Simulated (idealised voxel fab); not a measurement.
process module | voxel capacitor over wiring
cross-section cut | 230 nm wide | cells 5 nm
A cross-section is a grid of square cells, given in bands from the top down. A band is one or more rows of cells.
Each band's line starts with the height of the band's top and of its bottom, in nm. Then come its materials from left to right, each with its width in nm. One material with "throughout" fills the band from edge to edge. "air" is empty space.
Height 0 is the level under which the wafer as received is all one material. The lowest band goes on downwards, as in "0 down".
A width such as "30 to 40" changes by the same amount from each row of cells to the next, from the band's top row to its bottom row.
"no change" after a step means that no cell of the cross-section changed.
closed voids: empty space of 8 cells or more with no open way to the top, each as width x height at its distance from the left edge, in nm
after a step's settings: what the simulator itself notes on the step
overlay nm, on a step with a mask: how far to the right of its planned place the mask lay; to the left if negative
plan
1 op RECEIVE | material Si
2 op CONFORMAL_DEP | material SiO2 | thk nm 15
3 op DIRECTIONAL_DEP | material TiN | thk nm 5
4 op DIRECTIONAL_DEP | material Ru | thk nm 15
5 op PATTERN | tone cover | mask id METAL_1 | material resist | width nm 25 | pitch nm 80 | thk nm 20 | overlay nm 0
6 op DIRECTIONAL_ETCH | etch materials Ru | depth nm 15
7 op DIRECTIONAL_ETCH | etch materials TiN | depth nm 5
8 op STRIP | etch materials resist
9 op FILL_DEP | material lowk | thk nm 10
10 op CMP | height nm 35
11 op CONFORMAL_DEP | material SiCN | thk nm 5
12 op DIRECTIONAL_DEP | material lowk | thk nm 20
13 op DIRECTIONAL_DEP | material aC | thk nm 10
14 op PATTERN | tone open | mask id PLUG_1 | material resist | width nm 15 | thk nm 30 | overlay nm 0
15 op DIRECTIONAL_ETCH | etch materials aC | depth nm 10
16 op STRIP | etch materials resist
17 op DIRECTIONAL_ETCH | etch materials lowk | depth nm 20
18 op DIRECTIONAL_ETCH | etch materials SiCN | depth nm 5
19 op STRIP | etch materials aC
20 op CONFORMAL_DEP | material TiN | thk nm 5
21 op FILL_DEP | material Ru | thk nm 5
22 op CMP | height nm 60
23 op DIRECTIONAL_DEP | material TiN | thk nm 10
24 op DIRECTIONAL_DEP | material Al2O3 | thk nm 5
25 op DIRECTIONAL_DEP | material TiN | thk nm 5
26 op MASKED_ETCH | tone cover | mask id UPPER_PLATE | width nm 60 | etch materials TiN | depth nm 5 | overlay nm 0
27 op MASKED_ETCH | tone cover | mask id UPPER_PLATE | width nm 60 | etch materials Al2O3 | depth nm 5 | overlay nm 0
28 op MASKED_ETCH | tone cover | mask id LOWER_PLATE | width nm 70 | etch materials TiN | depth nm 10 | overlay nm 0
29 op FILL_DEP | material SiO2 | thk nm 15
30 op CMP | height nm 90
31 op DIRECTIONAL_DEP | material aC | thk nm 10
32 op PATTERN | tone open | mask id PLUG_2 | material resist | width nm 15 | thk nm 25 | overlay nm 0
33 op DIRECTIONAL_ETCH | etch materials aC | depth nm 10
34 op STRIP | etch materials resist
35 op DIRECTIONAL_ETCH | etch materials SiO2 | depth nm 10
36 op STRIP | etch materials aC
37 op CONFORMAL_DEP | material TiN | thk nm 5
38 op FILL_DEP | material Ru | thk nm 5
39 op CMP | height nm 90
40 op CONFORMAL_DEP | material SiCN | thk nm 5
as received, after step 1
  0 down: Si throughout
  closed voids: none
a wafer at the end: this start, this plan, one mistake
  95 to 90: SiCN throughout
  90 to 85: SiO2 80 | TiN 5 | Ru 5 | TiN 5 | SiO2 135
  85 to 75: SiO2 80 to 70 | TiN 15 to 60 | SiO2 135 to 100
  75 to 70: SiO2 70 | Al2O3 60 | SiO2 100
  70 to 60: SiO2 65 | TiN 70 | SiO2 95
  60 to 40: lowk 70 | TiN 5 | Ru 5 | TiN 5 | lowk 145
  40 to 35: SiCN 70 | TiN 15 | SiCN 145
  35 to 30: lowk 60 | TiN 25 | lowk 55 | TiN 25 | lowk 65
  30 to 15: Ru throughout
  15 to 0: SiO2 throughout
  0 down: Si throughout
  closed voids: none
what went wrong: steps 3 and 4 were swapped
